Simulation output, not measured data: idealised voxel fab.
The name of this process module is voxel self aligned vias.
Section shown: cut. Width: 190 nm. Cell size: 5 nm, square.
Cross-section layout: square cells on a grid; listed as bands, top to bottom; a band spans one or more cell rows. Look at the band entry: it leads with the top's height and the bottom's height in nm. Then it lists the materials left to right, with a width in nm for each. The word "edge to edge" on a single material says that material fills the band edge to edge. The word "empty" is empty space. Where do heights start? At 0: under that level the wafer as delivered is made of one material only. And the lowest band has no floor; it just carries on downward, as in "0 and below". Quick explanation for "30->40": the width changes in equal steps down the rows of cells, from the first number in the band's top row to the second number in its bottom row. No cell of the cross-section changed in a step that is given as "stayed the same". The label "Catalogued sealed voids" introduces a list of the empty spaces, 8 cells or larger, that have no open way up to the top; each entry in it reads width x height at distance, where the distance is taken from the left edge and all three are stated in nm. Heads up: the bit after the settings on a step's line is the simulator's remark on that step. The "overlay nm" setting may appear on a step's line; for a step that uses a mask, it gives how far to the right of its planned position the mask lay, and a negative value indicates the left.

The steps planned for the process are as follows:
- 1: RECEIVE: material Si
- 2: CONFORMAL_DEP: material SiO2, thk nm 15
- 3: CONFORMAL_DEP: material SiCN, thk nm 5
- 4: DIRECTIONAL_DEP: material SiO2, thk nm 30
- 5: DIRECTIONAL_DEP: material aC, thk nm 10
- 6: PATTERN: tone open, mask id LINES, material resist, width nm 25, pitch nm 75, thk nm 30, overlay nm 0
- 7: DIRECTIONAL_ETCH: etch materials aC, depth nm 10
- 8: STRIP: etch materials resist
- 9: DIRECTIONAL_ETCH: etch materials SiO2, depth nm 30
- 10: STRIP: etch materials aC
- 11: CONFORMAL_DEP: material TiN, thk nm 5
- 12: FILL_DEP: material W, thk nm 10
- 13: CMP: height nm 50
- 14: SELECTIVE_ETCH: etch materials W Ru TiN, depth nm 5
- 15: FILL_DEP: material SiN, thk nm 5
- 16: CMP: height nm 50
- 17: DIRECTIONAL_DEP: material SiO2, thk nm 20
- 18: MASKED_ETCH: tone open, mask id VIAS, width nm 45, pitch nm 75, etch materials SiO2, depth nm 20, overlay nm 0
- 19: MASKED_ETCH: tone open, mask id VIAS, width nm 45, pitch nm 75, etch materials SiN, depth nm 5, overlay nm 0
- 20: CONFORMAL_DEP: material TiN, thk nm 5
- 21: FILL_DEP: material W, thk nm 5
- 22: CMP: height nm 70
- 23: CONFORMAL_DEP: material SiCN, thk nm 5

Below: the first of two wafers, run as planned:

Incoming wafer, cross-sectional view, post step 1:
* 0 and below  Si edge to edge
* Catalogued sealed voids: none

State of the wafer after step 2, shown in cross-section:
* 15 down to 0  SiO2 edge to edge
* Anything lower than 0 is untouched.

State of the wafer after step 3, shown in cross-section:
* 20 down to 15  SiCN edge to edge
* Anything lower than 15 is untouched.

State of the wafer after step 4, shown in cross-section:
* 50 down to 20  SiO2 edge to edge
* Anything lower than 20 is untouched.

State of the wafer after step 5, shown in cross-section:
* 60 down to 50  aC edge to edge
* Anything lower than 50 is untouched.

State of the wafer after step 6, shown in cross-section:
* 90 down to 60  resist 45, empty 25, resist 50, empty 25, resist 45
* Anything lower than 60 is untouched.

State of the wafer after step 7, shown in cross-section:
* 80 down to 60  resist 45, empty 25, resist 50, empty 25, resist 45
* 60 down to 50  aC 45, empty 25, aC 50, empty 25, aC 45
* Anything lower than 50 is untouched.

State of the wafer after step 8, shown in cross-section:
* 60 down to 50  aC 45, empty 25, aC 50, empty 25, aC 45
* Anything lower than 50 is untouched.

State of the wafer after step 9, shown in cross-section:
* 60 down to 50  aC 45, empty 25, aC 50, empty 25, aC 45
* 50 down to 20  SiO2 45, empty 25, SiO2 50, empty 25, SiO2 45
* Anything lower than 20 is untouched.

State of the wafer after step 10, shown in cross-section:
* 50 down to 20  SiO2 45, empty 25, SiO2 50, empty 25, SiO2 45
* Anything lower than 20 is untouched.

State of the wafer after step 11, shown in cross-section:
* 55 down to 50  TiN 50, empty 15, TiN 60, empty 15, TiN 50
* 50 down to 25  SiO2 45, TiN 5, empty 15, TiN 5, SiO2 50, TiN 5, empty 15, TiN 5, SiO2 45
* 25 down to 20  SiO2 45, TiN 25, SiO2 50, TiN 25, SiO2 45
* Anything lower than 20 is untouched.

State of the wafer after step 12, shown in cross-section:
* 65 down to 55  W edge to edge
* 55 down to 50  TiN 50, W 15, TiN 60, W 15, TiN 50
* 50 down to 25  SiO2 45, TiN 5, W 15, TiN 5, SiO2 50, TiN 5, W 15, TiN 5, SiO2 45
* Anything lower than 25 is untouched.

State of the wafer after step 13, shown in cross-section:
* 50 down to 25  SiO2 45, TiN 5, W 15, TiN 5, SiO2 50, TiN 5, W 15, TiN 5, SiO2 45
* Anything lower than 25 is untouched.

State of the wafer after step 14, shown in cross-section:
* 50 down to 45  SiO2 45, empty 25, SiO2 50, empty 25, SiO2 45
* Anything lower than 45 is untouched.

State of the wafer after step 15, shown in cross-section:
* 55 down to 50  SiN edge to edge
* 50 down to 45  SiO2 45, SiN 25, SiO2 50, SiN 25, SiO2 45
* Anything lower than 45 is untouched.

State of the wafer after step 16, shown in cross-section:
* 50 down to 45  SiO2 45, SiN 25, SiO2 50, SiN 25, SiO2 45
* Anything lower than 45 is untouched.

State of the wafer after step 17, shown in cross-section:
* 70 down to 50  SiO2 edge to edge
* Anything lower than 50 is untouched.

State of the wafer after step 18, shown in cross-section:
* 70 down to 50  SiO2 35, empty 45, SiO2 30, empty 45, SiO2 35
* Anything lower than 50 is untouched.

State of the wafer after step 19, shown in cross-section:
* 70 down to 50  SiO2 35, empty 45, SiO2 30, empty 45, SiO2 35
* 50 down to 45  SiO2 45, empty 25, SiO2 50, empty 25, SiO2 45
* Anything lower than 45 is untouched.

State of the wafer after step 20, shown in cross-section:
* 75 down to 70  TiN 40, empty 35, TiN 40, empty 35, TiN 40
* 70 down to 55  SiO2 35, TiN 5, empty 35, TiN 5, SiO2 30, TiN 5, empty 35, TiN 5, SiO2 35
* 55 down to 50  SiO2 35, TiN 15, empty 15, TiN 15, SiO2 30, TiN 15, empty 15, TiN 15, SiO2 35
* 50 down to 45  SiO2 45, TiN 25, SiO2 50, TiN 25, SiO2 45
* Anything lower than 45 is untouched.

State of the wafer after step 21, shown in cross-section:
* 80 down to 75  W edge to edge
* 75 down to 70  TiN 40, W 35, TiN 40, W 35, TiN 40
* 70 down to 55  SiO2 35, TiN 5, W 35, TiN 5, SiO2 30, TiN 5, W 35, TiN 5, SiO2 35
* 55 down to 50  SiO2 35, TiN 15, W 15, TiN 15, SiO2 30, TiN 15, W 15, TiN 15, SiO2 35
* Anything lower than 50 is untouched.

State of the wafer after step 22, shown in cross-section:
* 70 down to 55  SiO2 35, TiN 5, W 35, TiN 5, SiO2 30, TiN 5, W 35, TiN 5, SiO2 35
* Anything lower than 55 is untouched.

State of the wafer after step 23, shown in cross-section:
* 75 down to 70  SiCN edge to edge
* Anything lower than 70 is untouched.

Here the second wafer is described. Its start and its plan were those of the first wafer. Its run contained one mistake. Up to and including step 5, it did exactly what the first wafer did:

Planned end of step 6: second wafer, cross-section:
* 90 down to 60  resist 45, empty 30, resist 45, empty 30, resist 40
* Anything lower than 60 is untouched.

Planned end of step 7: second wafer, cross-section:
* 80 down to 60  resist 45, empty 30, resist 45, empty 30, resist 40
* 60 down to 50  aC 45, empty 30, aC 45, empty 30, aC 40
* Anything lower than 50 is untouched.

Planned end of step 8: second wafer, cross-section:
* 60 down to 50  aC 45, empty 30, aC 45, empty 30, aC 40
* Anything lower than 50 is untouched.

Planned end of step 9: second wafer, cross-section:
* 60 down to 50  aC 45, empty 30, aC 45, empty 30, aC 40
* 50 down to 20  SiO2 45, empty 30, SiO2 45, empty 30, SiO2 40
* Anything lower than 20 is untouched.

Planned end of step 10: second wafer, cross-section:
* 50 down to 20  SiO2 45, empty 30, SiO2 45, empty 30, SiO2 40
* Anything lower than 20 is untouched.

Planned end of step 11: second wafer, cross-section:
* 55 down to 50  TiN 50, empty 20, TiN 55, empty 20, TiN 45
* 50 down to 25  SiO2 45, TiN 5, empty 20, TiN 5, SiO2 45, TiN 5, empty 20, TiN 5, SiO2 40
* 25 down to 20  SiO2 45, TiN 30, SiO2 45, TiN 30, SiO2 40
* Anything lower than 20 is untouched.

Planned end of step 12: second wafer, cross-section:
* 65 down to 55  W edge to edge
* 55 down to 50  TiN 50, W 20, TiN 55, W 20, TiN 45
* 50 down to 25  SiO2 45, TiN 5, W 20, TiN 5, SiO2 45, TiN 5, W 20, TiN 5, SiO2 40
* Anything lower than 25 is untouched.

Planned end of step 13: second wafer, cross-section:
* 50 down to 25  SiO2 45, TiN 5, W 20, TiN 5, SiO2 45, TiN 5, W 20, TiN 5, SiO2 40
* Anything lower than 25 is untouched.

Planned end of step 14: second wafer, cross-section:
* 50 down to 45  SiO2 45, empty 30, SiO2 45, empty 30, SiO2 40
* Anything lower than 45 is untouched.

Planned end of step 15: second wafer, cross-section:
* 55 down to 50  SiN edge to edge
* 50 down to 45  SiO2 45, SiN 30, SiO2 45, SiN 30, SiO2 40
* Anything lower than 45 is untouched.

Planned end of step 16: second wafer, cross-section:
* 50 down to 45  SiO2 45, SiN 30, SiO2 45, SiN 30, SiO2 40
* Anything lower than 45 is untouched.

Planned end of step 17: second wafer, cross-section:
* 70 down to 50  SiO2 edge to edge
* Anything lower than 50 is untouched.

Planned end of step 18: second wafer, cross-section:
* 70 down to 50  SiO2 35, empty 45, SiO2 30, empty 45, SiO2 35
* Anything lower than 50 is untouched.

Planned end of step 19: second wafer, cross-section:
* 70 down to 50  SiO2 35, empty 45, SiO2 30, empty 45, SiO2 35
* 50 down to 45  SiO2 45, empty 30, SiO2 45, empty 30, SiO2 40
* Anything lower than 45 is untouched.

Planned end of step 20: second wafer, cross-section:
* 75 down to 70  TiN 40, empty 35, TiN 40, empty 35, TiN 40
* 70 down to 55  SiO2 35, TiN 5, empty 35, TiN 5, SiO2 30, TiN 5, empty 35, TiN 5, SiO2 35
* 55 down to 50  SiO2 35, TiN 15, empty 20, TiN 10, SiO2 30, TiN 15, empty 20, TiN 10, SiO2 35
* 50 down to 45  SiO2 45, TiN 30, SiO2 45, TiN 30, SiO2 40
* Anything lower than 45 is untouched.

Planned end of step 21: second wafer, cross-section:
* 80 down to 75  W edge to edge
* 75 down to 70  TiN 40, W 35, TiN 40, W 35, TiN 40
* 70 down to 55  SiO2 35, TiN 5, W 35, TiN 5, SiO2 30, TiN 5, W 35, TiN 5, SiO2 35
* 55 down to 50  SiO2 35, TiN 15, W 20, TiN 10, SiO2 30, TiN 15, W 20, TiN 10, SiO2 35
* Anything lower than 50 is untouched.

Planned end of step 22: second wafer, cross-section:
* 70 down to 55  SiO2 35, TiN 5, W 35, TiN 5, SiO2 30, TiN 5, W 35, TiN 5, SiO2 35
* Anything lower than 55 is untouched.

Planned end of step 23: second wafer, cross-section:
* 75 down to 70  SiCN edge to edge
* Anything lower than 70 is untouched.
Heads up, the wafer didn't run the way we planned it: planned and actual differ for step 6; actual: PATTERN: tone open, mask id LINES, material resist, width nm 30, pitch nm 75, thk nm 30, overlay nm 0
The final cell counts differ between the wafers, with the second having more or fewer of some materials than the first: SiO2 -12, TiN +2, W +10
